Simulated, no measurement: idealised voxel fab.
Herein follows the process module entitled voxel self aligned vias.
Xsec cut, 260 nm wide, square cell size 5 nm.
Cross-section = grid of square cells, listed top down in bands; band = one or more rows. This entry defines a band. It first specifies the height of the band's top and the height of its bottom in nm, and then specifies the band's materials from left to right, stating each material with its width in nm. The word "edge to edge" identifies a single material that fills the band from edge to edge, while the word "empty" identifies empty space. Note: height 0 marks the level under which the wafer is uniformly one material as received. Lowest band unbounded below, written "0 nm and below". Graded width ("30->40"): value in top row of band = first number; value in bottom row = second number; row-to-row change constant. Step note "stayed the same" = no cross-section cell changed. Any empty space of 8 cells or more lacking an open way to the top shows up in "Voids, sealed" as width x height at distance, distance from the left edge, in nm. It should be noted that, on the line of a given step, the content following the step's settings is a remark produced by the simulator itself with respect to that step. Among the settings permitted on a step's line is "overlay nm"; applied to a step with a mask, it specifies the extent to which the mask lay to the right of its planned position, whereas a negative figure signifies a position to the left.
### These are the steps we planned for the process
step 1: RECEIVE with material Si
step 2: CONFORMAL_DEP with material SiO2, thk nm 10
step 3: CONFORMAL_DEP with material SiCN, thk nm 5
step 4: DIRECTIONAL_DEP with material lowk, thk nm 30
step 5: MASKED_ETCH with tone open, mask id LINES, width nm 30, pitch nm 70, etch materials lowk, depth nm 30, overlay nm 0
step 6: CONFORMAL_DEP with material TiN, thk nm 5
step 7: FILL_DEP with material Ru, thk nm 5
step 8: CMP with height nm 45
step 9: SELECTIVE_ETCH with etch materials W Ru TiN, depth nm 10
step 10: FILL_DEP with material SiN, thk nm 5
step 11: CMP with height nm 45
step 12: DIRECTIONAL_DEP with material lowk, thk nm 15
step 13: MASKED_ETCH with tone open, mask id VIAS, width nm 50, pitch nm 140, etch materials lowk, depth nm 15, overlay nm 0
step 14: MASKED_ETCH with tone open, mask id VIAS, width nm 50, pitch nm 140, etch materials SiN, depth nm 10, overlay nm 0
step 15: CONFORMAL_DEP with material TiN, thk nm 5
step 16: FILL_DEP with material Ru, thk nm 10
step 17: CMP with height nm 60
step 18: CONFORMAL_DEP with material SiCN, thk nm 5
All wafers enter the flow in the same state. The thk nm at step 18 differs from wafer to wafer, and the plan gives the value for the first wafer.
### The first of several wafers, as received after step 1, seen in section
* 0 nm and below = Si edge to edge
* Voids, sealed: none
### Per-wafer rows below. For each material: cells gained (+) or lost (-) since the wafer was received, as of end of module. Then: closed voids
thk nm 5, +84 Ru, +104 SiCN, +12 SiN, +104 SiO2, +72 TiN, +300 lowk, Voids, sealed: none
thk nm 10, +84 Ru, +156 SiCN, +12 SiN, +104 SiO2, +72 TiN, +300 lowk, Voids, sealed: none
thk nm 15, +84 Ru, +208 SiCN, +12 SiN, +104 SiO2, +72 TiN, +300 lowk, Voids, sealed: none
thk nm 20, +84 Ru, +260 SiCN, +12 SiN, +104 SiO2, +72 TiN, +300 lowk, Voids, sealed: none
